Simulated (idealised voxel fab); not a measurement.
Proc. module: voxel gate over fins
In the cross-section labelled cut, the width is 240 nm and each square cell is 5 nm.
If you're reading a cross-section in this doc, picture square cells in a grid; it comes to you as bands, top ones listed first down to the bottom, and a band can be one or more rows of cells. Quick guide to a band line: top height, bottom height (nm) up front; then every material left to right with its width in nm. Only one material and it's marked "everywhere"? Then it fills the band edge to edge. And "empty" just means empty space. Basically, 0 is our baseline, since under it the wafer straight out of the box is all one material. The bottom band has no lower end and keeps on going down, so it looks like "0 and below". Width: "30 to 40" (first number = top row, second number = bottom row, same change from row to row of cells). It should be understood that the words "remained unchanged", when stated for a given step, signify that the cross-section underwent no change in any of its cells during that step. Listed in "Cavities, closed": every empty space of 8 or more cells without an open way to the top. Form: width x height at distance, the distance being from the left edge, all in nm. Formally, on a step line, whatever follows the settings is a remark that the simulator itself makes on the step. "overlay nm" answers the question of how far to the right of plan the mask lay on a step that has a mask, and when it is negative the answer is to the left.

### Set out below are the planned steps of the process
1 RECEIVE | material Si
2 CONFORMAL_DEP | material SiN | thk nm 5
3 MASKED_ETCH | tone cover | mask id FINS | width nm 15 | pitch nm 40 | etch materials SiN | depth nm 5 | overlay nm 0
4 MASKED_ETCH | tone cover | mask id FINS | width nm 15 | pitch nm 40 | etch materials Si | depth nm 40 | overlay nm 0
5 FILL_DEP | material SiO2 | thk nm 10
6 CMP | height nm 5
7 SELECTIVE_ETCH | etch materials SiO2 | depth nm 20
8 STRIP | etch materials SiN
9 CONFORMAL_DEP | material HfO2 | thk nm 5
10 CONFORMAL_DEP | material TiN | thk nm 5
11 CONFORMAL_DEP | material TiAl | thk nm 5
12 CONFORMAL_DEP | material TiN | thk nm 5
13 FILL_DEP | material W | thk nm 10
14 CMP | height nm 25
15 CONFORMAL_DEP | material SiN | thk nm 5

### First wafer of two (run as planned)

### Shown in cross-section is the wafer as received, that is, as it stands after step 1
0 and below = Si everywhere
Cavities, closed: none

### Cross-section of the wafer subsequent to step 2
5 down to 0 = SiN everywhere
below 0: unchanged

### Cross-section of the wafer subsequent to step 3
5 down to 0 = 50 of empty / 15 of SiN / 25 of empty / 15 of SiN / 25 of empty / 15 of SiN / 25 of empty / 15 of SiN / 55 of empty
below 0: unchanged

### Cross-section of the wafer subsequent to step 4
5 down to 0 = 50 of empty / 15 of SiN / 25 of empty / 15 of SiN / 25 of empty / 15 of SiN / 25 of empty / 15 of SiN / 55 of empty
0 down to -40 = 50 of empty / 15 of Si / 25 of empty / 15 of Si / 25 of empty / 15 of Si / 25 of empty / 15 of Si / 55 of empty
below -40: unchanged

### Cross-section of the wafer subsequent to step 5
15 down to 5 = SiO2 everywhere
5 down to 0 = 50 of SiO2 / 15 of SiN / 25 of SiO2 / 15 of SiN / 25 of SiO2 / 15 of SiN / 25 of SiO2 / 15 of SiN / 55 of SiO2
0 down to -40 = 50 of SiO2 / 15 of Si / 25 of SiO2 / 15 of Si / 25 of SiO2 / 15 of Si / 25 of SiO2 / 15 of Si / 55 of SiO2
below -40: unchanged

### Cross-section of the wafer subsequent to step 6
5 down to 0 = 50 of SiO2 / 15 of SiN / 25 of SiO2 / 15 of SiN / 25 of SiO2 / 15 of SiN / 25 of SiO2 / 15 of SiN / 55 of SiO2
below 0: unchanged

### Cross-section of the wafer subsequent to step 7
5 down to 0 = 50 of empty / 15 of SiN / 25 of empty / 15 of SiN / 25 of empty / 15 of SiN / 25 of empty / 15 of SiN / 55 of empty
0 down to -15 = 50 of empty / 15 of Si / 25 of empty / 15 of Si / 25 of empty / 15 of Si / 25 of empty / 15 of Si / 55 of empty
below -15: unchanged

### Cross-section of the wafer subsequent to step 8
0 down to -15 = 50 of empty / 15 of Si / 25 of empty / 15 of Si / 25 of empty / 15 of Si / 25 of empty / 15 of Si / 55 of empty
below -15: unchanged

### Cross-section of the wafer subsequent to step 9
5 down to 0 = 45 of empty / 25 of HfO2 / 15 of empty / 25 of HfO2 / 15 of empty / 25 of HfO2 / 15 of empty / 25 of HfO2 / 50 of empty
0 down to -10 = 45 of empty / 5 of HfO2 / 15 of Si / 5 of HfO2 / 15 of empty / 5 of HfO2 / 15 of Si / 5 of HfO2 / 15 of empty / 5 of HfO2 / 15 of Si / 5 of HfO2 / 15 of empty / 5 of HfO2 / 15 of Si / 5 of HfO2 / 50 of empty
-10 down to -15 = 50 of HfO2 / 15 of Si / 25 of HfO2 / 15 of Si / 25 of HfO2 / 15 of Si / 25 of HfO2 / 15 of Si / 55 of HfO2
below -15: unchanged

### Cross-section of the wafer subsequent to step 10
10 down to 5 = 40 of empty / 35 of TiN / 5 of empty / 35 of TiN / 5 of empty / 35 of TiN / 5 of empty / 35 of TiN / 45 of empty
5 down to 0 = 40 of empty / 5 of TiN / 25 of HfO2 / 5 of TiN / 5 of empty / 5 of TiN / 25 of HfO2 / 5 of TiN / 5 of empty / 5 of TiN / 25 of HfO2 / 5 of TiN / 5 of empty / 5 of TiN / 25 of HfO2 / 5 of TiN / 45 of empty
0 down to -5 = 40 of empty / 5 of TiN / 5 of HfO2 / 15 of Si / 5 of HfO2 / 5 of TiN / 5 of empty / 5 of TiN / 5 of HfO2 / 15 of Si / 5 of HfO2 / 5 of TiN / 5 of empty / 5 of TiN / 5 of HfO2 / 15 of Si / 5 of HfO2 / 5 of TiN / 5 of empty / 5 of TiN / 5 of HfO2 / 15 of Si / 5 of HfO2 / 5 of TiN / 45 of empty
-5 down to -10 = 45 of TiN / 5 of HfO2 / 15 of Si / 5 of HfO2 / 15 of TiN / 5 of HfO2 / 15 of Si / 5 of HfO2 / 15 of TiN / 5 of HfO2 / 15 of Si / 5 of HfO2 / 15 of TiN / 5 of HfO2 / 15 of Si / 5 of HfO2 / 50 of TiN
below -10: unchanged

### Cross-section of the wafer subsequent to step 11
15 down to 10 = 35 of empty / 165 of TiAl / 40 of empty
10 down to 5 = 35 of empty / 5 of TiAl / 35 of TiN / 5 of TiAl / 35 of TiN / 5 of TiAl / 35 of TiN / 5 of TiAl / 35 of TiN / 5 of TiAl / 40 of empty
5 down to 0 = 35 of empty / 5 of TiAl / 5 of TiN / 25 of HfO2 / 5 of TiN / 5 of TiAl / 5 of TiN / 25 of HfO2 / 5 of TiN / 5 of TiAl / 5 of TiN / 25 of HfO2 / 5 of TiN / 5 of TiAl / 5 of TiN / 25 of HfO2 / 5 of TiN / 5 of TiAl / 40 of empty
0 down to -5 = 40 of TiAl / 5 of TiN / 5 of HfO2 / 15 of Si / 5 of HfO2 / 5 of TiN / 5 of TiAl / 5 of TiN / 5 of HfO2 / 15 of Si / 5 of HfO2 / 5 of TiN / 5 of TiAl / 5 of TiN / 5 of HfO2 / 15 of Si / 5 of HfO2 / 5 of TiN / 5 of TiAl / 5 of TiN / 5 of HfO2 / 15 of Si / 5 of HfO2 / 5 of TiN / 45 of TiAl
below -5: unchanged

### Cross-section of the wafer subsequent to step 12
20 down to 15 = 30 of empty / 175 of TiN / 35 of empty
15 down to 10 = 30 of empty / 5 of TiN / 165 of TiAl / 5 of TiN / 35 of empty
10 down to 5 = 30 of empty / 5 of TiN / 5 of TiAl / 35 of TiN / 5 of TiAl / 35 of TiN / 5 of TiAl / 35 of TiN / 5 of TiAl / 35 of TiN / 5 of TiAl / 5 of TiN / 35 of empty
5 down to 0 = 35 of TiN / 5 of TiAl / 5 of TiN / 25 of HfO2 / 5 of TiN / 5 of TiAl / 5 of TiN / 25 of HfO2 / 5 of TiN / 5 of TiAl / 5 of TiN / 25 of HfO2 / 5 of TiN / 5 of TiAl / 5 of TiN / 25 of HfO2 / 5 of TiN / 5 of TiAl / 40 of TiN
below 0: unchanged

### Cross-section of the wafer subsequent to step 13
30 down to 20 = W everywhere
20 down to 15 = 30 of W / 175 of TiN / 35 of W
15 down to 10 = 30 of W / 5 of TiN / 165 of TiAl / 5 of TiN / 35 of W
10 down to 5 = 30 of W / 5 of TiN / 5 of TiAl / 35 of TiN / 5 of TiAl / 35 of TiN / 5 of TiAl / 35 of TiN / 5 of TiAl / 35 of TiN / 5 of TiAl / 5 of TiN / 35 of W
below 5: unchanged

### Cross-section of the wafer subsequent to step 14
25 down to 20 = W everywhere
below 20: unchanged

### Cross-section of the wafer subsequent to step 15
30 down to 25 = SiN everywhere
below 25: unchanged

### The second wafer was prepared from the same starting point and under the same plan as the first; its processing contained one mistake, and it remains indistinguishable from the first wafer up to and including step 3

### Second wafer: cross-section at the scheduled end of step 4
5 down to 0 = 50 of empty / 15 of SiN / 25 of empty / 15 of SiN / 25 of empty / 15 of SiN / 25 of empty / 15 of SiN / 55 of empty
0 down to -35 = 50 of empty / 15 of Si / 25 of empty / 15 of Si / 25 of empty / 15 of Si / 25 of empty / 15 of Si / 55 of empty
below -35: unchanged

### Second wafer: cross-section at the scheduled end of step 5
15 down to 5 = SiO2 everywhere
5 down to 0 = 50 of SiO2 / 15 of SiN / 25 of SiO2 / 15 of SiN / 25 of SiO2 / 15 of SiN / 25 of SiO2 / 15 of SiN / 55 of SiO2
0 down to -35 = 50 of SiO2 / 15 of Si / 25 of SiO2 / 15 of Si / 25 of SiO2 / 15 of Si / 25 of SiO2 / 15 of Si / 55 of SiO2
below -35: unchanged

### Second wafer: cross-section at the scheduled end of step 6
5 down to 0 = 50 of SiO2 / 15 of SiN / 25 of SiO2 / 15 of SiN / 25 of SiO2 / 15 of SiN / 25 of SiO2 / 15 of SiN / 55 of SiO2
below 0: unchanged

### Second wafer: cross-section at the scheduled end of step 7
5 down to 0 = 50 of empty / 15 of SiN / 25 of empty / 15 of SiN / 25 of empty / 15 of SiN / 25 of empty / 15 of SiN / 55 of empty
0 down to -15 = 50 of empty / 15 of Si / 25 of empty / 15 of Si / 25 of empty / 15 of Si / 25 of empty / 15 of Si / 55 of empty
below -15: unchanged

### Second wafer: cross-section at the scheduled end of step 8
0 down to -15 = 50 of empty / 15 of Si / 25 of empty / 15 of Si / 25 of empty / 15 of Si / 25 of empty / 15 of Si / 55 of empty
below -15: unchanged

### Second wafer: cross-section at the scheduled end of step 9
5 down to 0 = 45 of empty / 25 of HfO2 / 15 of empty / 25 of HfO2 / 15 of empty / 25 of HfO2 / 15 of empty / 25 of HfO2 / 50 of empty
0 down to -10 = 45 of empty / 5 of HfO2 / 15 of Si / 5 of HfO2 / 15 of empty / 5 of HfO2 / 15 of Si / 5 of HfO2 / 15 of empty / 5 of HfO2 / 15 of Si / 5 of HfO2 / 15 of empty / 5 of HfO2 / 15 of Si / 5 of HfO2 / 50 of empty
-10 down to -15 = 50 of HfO2 / 15 of Si / 25 of HfO2 / 15 of Si / 25 of HfO2 / 15 of Si / 25 of HfO2 / 15 of Si / 55 of HfO2
below -15: unchanged

### Second wafer: cross-section at the scheduled end of step 10
10 down to 5 = 40 of empty / 35 of TiN / 5 of empty / 35 of TiN / 5 of empty / 35 of TiN / 5 of empty / 35 of TiN / 45 of empty
5 down to 0 = 40 of empty / 5 of TiN / 25 of HfO2 / 5 of TiN / 5 of empty / 5 of TiN / 25 of HfO2 / 5 of TiN / 5 of empty / 5 of TiN / 25 of HfO2 / 5 of TiN / 5 of empty / 5 of TiN / 25 of HfO2 / 5 of TiN / 45 of empty
0 down to -5 = 40 of empty / 5 of TiN / 5 of HfO2 / 15 of Si / 5 of HfO2 / 5 of TiN / 5 of empty / 5 of TiN / 5 of HfO2 / 15 of Si / 5 of HfO2 / 5 of TiN / 5 of empty / 5 of TiN / 5 of HfO2 / 15 of Si / 5 of HfO2 / 5 of TiN / 5 of empty / 5 of TiN / 5 of HfO2 / 15 of Si / 5 of HfO2 / 5 of TiN / 45 of empty
-5 down to -10 = 45 of TiN / 5 of HfO2 / 15 of Si / 5 of HfO2 / 15 of TiN / 5 of HfO2 / 15 of Si / 5 of HfO2 / 15 of TiN / 5 of HfO2 / 15 of Si / 5 of HfO2 / 15 of TiN / 5 of HfO2 / 15 of Si / 5 of HfO2 / 50 of TiN
below -10: unchanged

### Second wafer: cross-section at the scheduled end of step 11
15 down to 10 = 35 of empty / 165 of TiAl / 40 of empty
10 down to 5 = 35 of empty / 5 of TiAl / 35 of TiN / 5 of TiAl / 35 of TiN / 5 of TiAl / 35 of TiN / 5 of TiAl / 35 of TiN / 5 of TiAl / 40 of empty
5 down to 0 = 35 of empty / 5 of TiAl / 5 of TiN / 25 of HfO2 / 5 of TiN / 5 of TiAl / 5 of TiN / 25 of HfO2 / 5 of TiN / 5 of TiAl / 5 of TiN / 25 of HfO2 / 5 of TiN / 5 of TiAl / 5 of TiN / 25 of HfO2 / 5 of TiN / 5 of TiAl / 40 of empty
0 down to -5 = 40 of TiAl / 5 of TiN / 5 of HfO2 / 15 of Si / 5 of HfO2 / 5 of TiN / 5 of TiAl / 5 of TiN / 5 of HfO2 / 15 of Si / 5 of HfO2 / 5 of TiN / 5 of TiAl / 5 of TiN / 5 of HfO2 / 15 of Si / 5 of HfO2 / 5 of TiN / 5 of TiAl / 5 of TiN / 5 of HfO2 / 15 of Si / 5 of HfO2 / 5 of TiN / 45 of TiAl
below -5: unchanged

### Second wafer: cross-section at the scheduled end of step 12
20 down to 15 = 30 of empty / 175 of TiN / 35 of empty
15 down to 10 = 30 of empty / 5 of TiN / 165 of TiAl / 5 of TiN / 35 of empty
10 down to 5 = 30 of empty / 5 of TiN / 5 of TiAl / 35 of TiN / 5 of TiAl / 35 of TiN / 5 of TiAl / 35 of TiN / 5 of TiAl / 35 of TiN / 5 of TiAl / 5 of TiN / 35 of empty
5 down to 0 = 35 of TiN / 5 of TiAl / 5 of TiN / 25 of HfO2 / 5 of TiN / 5 of TiAl / 5 of TiN / 25 of HfO2 / 5 of TiN / 5 of TiAl / 5 of TiN / 25 of HfO2 / 5 of TiN / 5 of TiAl / 5 of TiN / 25 of HfO2 / 5 of TiN / 5 of TiAl / 40 of TiN
below 0: unchanged

### Second wafer: cross-section at the scheduled end of step 13
30 down to 20 = W everywhere
20 down to 15 = 30 of W / 175 of TiN / 35 of W
15 down to 10 = 30 of W / 5 of TiN / 165 of TiAl / 5 of TiN / 35 of W
10 down to 5 = 30 of W / 5 of TiN / 5 of TiAl / 35 of TiN / 5 of TiAl / 35 of TiN / 5 of TiAl / 35 of TiN / 5 of TiAl / 35 of TiN / 5 of TiAl / 5 of TiN / 35 of W
below 5: unchanged

### Second wafer: cross-section at the scheduled end of step 14
25 down to 20 = W everywhere
below 20: unchanged

### Second wafer: cross-section at the scheduled end of step 15
30 down to 25 = SiN everywhere
below 25: unchanged
In executing the process, a mistake was made relative to the plan: rather than as planned, step 4 actually ran as MASKED_ETCH | tone cover | mask id FINS | width nm 15 | pitch nm 40 | etch materials Si | depth nm 35 | overlay nm 0
Looking at both finished wafers in cells, the second ends up ahead of or behind the first on some materials: Si: 36 more, SiO2: 36 fewer
